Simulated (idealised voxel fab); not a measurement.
A process module follows: voxel ribs on slabs.
Shown is cross-section cut, with a width of 140 nm and square cells of size 5 nm.
Throughout this document, each cross-section is represented as a grid of square cells and is presented as a sequence of bands enumerated from the top downward, where a band comprises one or more rows of cells.
The entry gives the band's vertical extent as a top height and a bottom height in nm, then its horizontal make-up as materials from left to right, each with a width in nm. "blank" stands for empty space; a single material marked "edge to edge" fills the band edge to edge.
Counting heights begins at 0, where everything beneath is, in the wafer as received, one material. The lowest band has no bottom; it goes on downwards, as "0..down" shows.
Width: "30..40" (first number = top row, second number = bottom row, same change from row to row of cells).
"same as before" (step): cross-section cells unchanged, all of them.
Any empty space of 8 cells or more lacking an open way to the top shows up in "Closed-off voids" as width x height at distance, distance from the left edge, in nm.
Past the settings on a step's line: simulator remark, on that step.
The setting "overlay nm" may be written on the line of a step. When the step uses a mask, the value reports how far to the right of the planned place the mask lay, and a negative value reports that it lay to the left.

## The following list gives the planned process steps
- 1: RECEIVE [material Si]
- 2: DIRECTIONAL_DEP [material SiO2] [thk nm 20]
- 3: DIRECTIONAL_DEP [material polySi] [thk nm 20]
- 4: PATTERN [tone cover] [mask id RIB] [material resist] [width nm 30] [thk nm 20] [overlay nm 0]
- 5: DIRECTIONAL_ETCH [etch materials polySi] [depth nm 15]
- 6: STRIP [etch materials resist]
- 7: DIRECTIONAL_DEP [material aC] [thk nm 15]
- 8: PATTERN [tone cover] [mask id SLAB] [material resist] [width nm 60] [thk nm 35] [overlay nm 0]
- 9: DIRECTIONAL_ETCH [etch materials aC] [depth nm 15]
- 10: STRIP [etch materials resist]
- 11: DIRECTIONAL_ETCH [etch materials polySi] [depth nm 5]
- 12: STRIP [etch materials aC]
- 13: FILL_DEP [material SiO2] [thk nm 15]
- 14: CMP [height nm 50]
- 15: DIRECTIONAL_DEP [material TiN] [thk nm 5]
- 16: MASKED_ETCH [tone cover] [mask id HEATER] [width nm 40] [etch materials TiN] [depth nm 5] [overlay nm 0]
- 17: CONFORMAL_DEP [material SiO2] [thk nm 5]

## Cross-sectional view of the wafer in its as-received condition, corresponding to the state after step 1
0..down | Si edge to edge
Closed-off voids: none

## Module complete - cross-section of the first of two wafers, run according to plan
60..55 | blank 45 / SiO2 50 / blank 45
55..50 | SiO2 50 / TiN 40 / SiO2 50
50..40 | SiO2 edge to edge
40..25 | SiO2 55 / polySi 30 / SiO2 55
25..20 | SiO2 40 / polySi 60 / SiO2 40
20..0 | SiO2 edge to edge
0..down | Si edge to edge
Closed-off voids: none

## Wafer two, end of module, cross-section. Same start, same plan as wafer one. One mistake in the run
50..45 | blank 45 / SiO2 50 / blank 45
45..40 | SiO2 50 / TiN 40 / SiO2 50
40..25 | SiO2 55 / polySi 30 / SiO2 55
25..20 | SiO2 40 / polySi 60 / SiO2 40
20..0 | SiO2 edge to edge
0..down | Si edge to edge
Closed-off voids: none
Deviation from plan: step 14 was not run as planned; what actually ran was CMP [height nm 40]
Count the cells at the end and the second wafer has more or fewer of some materials than the first: 56 fewer of SiO2
